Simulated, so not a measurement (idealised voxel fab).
The name of this process module is voxel self aligned contacts.
This is section cut - it's 235 nm across, gridded in 5 nm square cells.
Bands, listed from the top down, are how a cross-section gets written in this document; the cross-section itself is a grid of square cells, and a band is one or more rows of them.
In this notation a band is specified by the heights of its top and bottom, in that order and in nm, after which its materials appear from left to right, each paired with its width in nm. The word "edge to edge" attached to a single material means that material fills the band from edge to edge; the word "empty" stands for empty space.
A quick word on heights: they are counted from 0, and under that level the wafer as it came to us is one material throughout. The lowest band is different from the rest in having no bottom; it simply continues downward, written as in "0..down".
Quick explanation for "30->40": the width changes in equal steps down the rows of cells, from the first number in the band's top row to the second number in its bottom row.
"nothing altered", as given for a step, is the statement that not any cell of the cross-section underwent a change during that step.
Each empty space that has no open way to the top and spans at least 8 cells appears under "Completely enclosed voids" as width x height at distance, the distance counted from the left edge, all in nm.
after a step's settings: what the simulator itself notes on the step
A step's line can hold "overlay nm"; with a mask on that step, the setting says how far right of the planned place the mask lay, while a negative setting says it lay to the left.

LIST OF PLANNED PROCESS STEPS
step 1: RECEIVE | material Si
step 2: CONFORMAL_DEP | material SiO2 | thk nm 5
step 3: DIRECTIONAL_DEP | material polySi | thk nm 25
step 4: DIRECTIONAL_DEP | material SiN | thk nm 20
step 5: PATTERN | tone cover | mask id GATE | material resist | width nm 25 | pitch nm 55 | thk nm 15 | overlay nm 0
step 6: DIRECTIONAL_ETCH | etch materials SiN | depth nm 20
step 7: DIRECTIONAL_ETCH | etch materials polySi | depth nm 15
step 8: STRIP | etch materials resist
step 9: CONFORMAL_DEP | material SiN | thk nm 5
step 10: DIRECTIONAL_ETCH | etch materials SiN | depth nm 5
step 11: FILL_DEP | material SiO2 | thk nm 15
step 12: CMP | height nm 55
step 13: PATTERN | tone open | mask id CONTACT | material resist | width nm 40 | pitch nm 55 | thk nm 20 | overlay nm 0
step 14: DIRECTIONAL_ETCH | etch materials SiO2 | depth nm 55
step 15: STRIP | etch materials resist
step 16: CONFORMAL_DEP | material TiN | thk nm 5
step 17: FILL_DEP | material W | thk nm 10
step 18: CMP | height nm 55
step 19: CONFORMAL_DEP | material SiN | thk nm 5
Variable across wafers: step 7 depth nm (plan value is that of the first wafer; starting state common to all).

CROSS-SECTION: THE FIRST OF SEVERAL WAFERS IN ITS AS-RECEIVED STATE, I.E. FOLLOWING STEP 1
- 0..down = Si edge to edge
- Completely enclosed voids: none

TAKE ANY ROW AND YOU HAVE A WAFER AT THE END OF THE MODULE: HOW MANY CELLS OF EACH MATERIAL IT HAS GAINED (+) OR LOST (-) SINCE IT WAS RECEIVED, AND THEN ITS CLOSED VOIDS
depth nm 15; +149 SiN; +204 SiO2; +44 TiN; +28 W; +139 polySi; Completely enclosed voids: none
depth nm 20; +155 SiN; +222 SiO2; +48 TiN; +32 W; +107 polySi; Completely enclosed voids: none
depth nm 25; +161 SiN; +232 SiO2; +56 TiN; +40 W; +75 polySi; Completely enclosed voids: none
depth nm 30; +161 SiN; +232 SiO2; +56 TiN; +40 W; +75 polySi; Completely enclosed voids: none
depth nm 35; +161 SiN; +232 SiO2; +56 TiN; +40 W; +75 polySi; Completely enclosed voids: none
depth nm 40; +161 SiN; +232 SiO2; +56 TiN; +40 W; +75 polySi; Completely enclosed voids: none
